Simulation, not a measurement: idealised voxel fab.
Process module, titled voxel fin reveal
Section shown: cut. Width: 250 nm. Cell size: 5 nm, square.
Square cells in a grid make up a cross-section in this document, and the grid is given as bands, listed from the top down, each one or more rows of cells. Look at the band entry: it leads with the top's height and the bottom's height in nm. Then it lists the materials left to right, with a width in nm for each. The word "edge to edge" on a single material says that material fills the band edge to edge. The word "air" is empty space. The level at which height equals 0 is the one under which the wafer, as it arrives, is entirely one material. No lower edge exists for the bottom band, which continues downward and is notated as in "0 nm and below". Read "30->40" as a graded width: first number on top, second number at the bottom, same change between each pair of neighbouring rows. Where a step carries "remained unchanged", the cross-section came out of it unchanged, cell for cell. Under "Voids, fully enclosed" you'll find the enclosed gaps, the ones with no way out to the top, that are 8 cells or bigger; each reads width x height at distance, with distance counted from the left edge, everything in nm. Text after the settings on a step's line: the simulator's own remark on that step. The line of a step may include "overlay nm". On a step with a mask, this value is how far to the right of its planned place the mask lay. A negative value means the mask lay to the left.

This section lists the process steps that were planned:
1. RECEIVE,material Si
2. CONFORMAL_DEP,material SiN,thk nm 5
3. DIRECTIONAL_DEP,material aC,thk nm 15
4. PATTERN,tone cover,mask id FINS,material resist,width nm 15,pitch nm 35,thk nm 35,overlay nm 0
5. DIRECTIONAL_ETCH,etch materials aC,depth nm 15
6. STRIP,etch materials resist
7. DIRECTIONAL_ETCH,etch materials SiN,depth nm 5
8. DIRECTIONAL_ETCH,etch materials Si,depth nm 35
9. STRIP,etch materials aC
10. OXIDIZE,depth nm 5
11. FILL_DEP,material SiO2,thk nm 15
12. CMP,height nm 5
13. SELECTIVE_ETCH,etch materials SiO2,depth nm 25
14. STRIP,etch materials SiN

Delivered wafer in cross-section: state after step 1:
0 nm and below = Si edge to edge
Voids, fully enclosed: none

Figure: cross-sectional view of the wafer upon completion of the module, processed from the initial state and according to the plan depicted above, with one error introduced during execution:
0 nm to -20 nm = air 95 nm  Si 5 nm  air 30 nm  Si 5 nm  air 30 nm  Si 5 nm  air 80 nm
-20 nm to -40 nm = SiO2 95 nm  Si 5 nm  SiO2 30 nm  Si 5 nm  SiO2 30 nm  Si 5 nm  SiO2 80 nm
-40 nm and below = Si edge to edge
Voids, fully enclosed: none
Deviation noted in wafer processing: step 4 went in with a setting other than planned; the actual run was PATTERN,tone cover,mask id FINS,material resist,width nm 15,pitch nm 35,thk nm 35,overlay nm 10
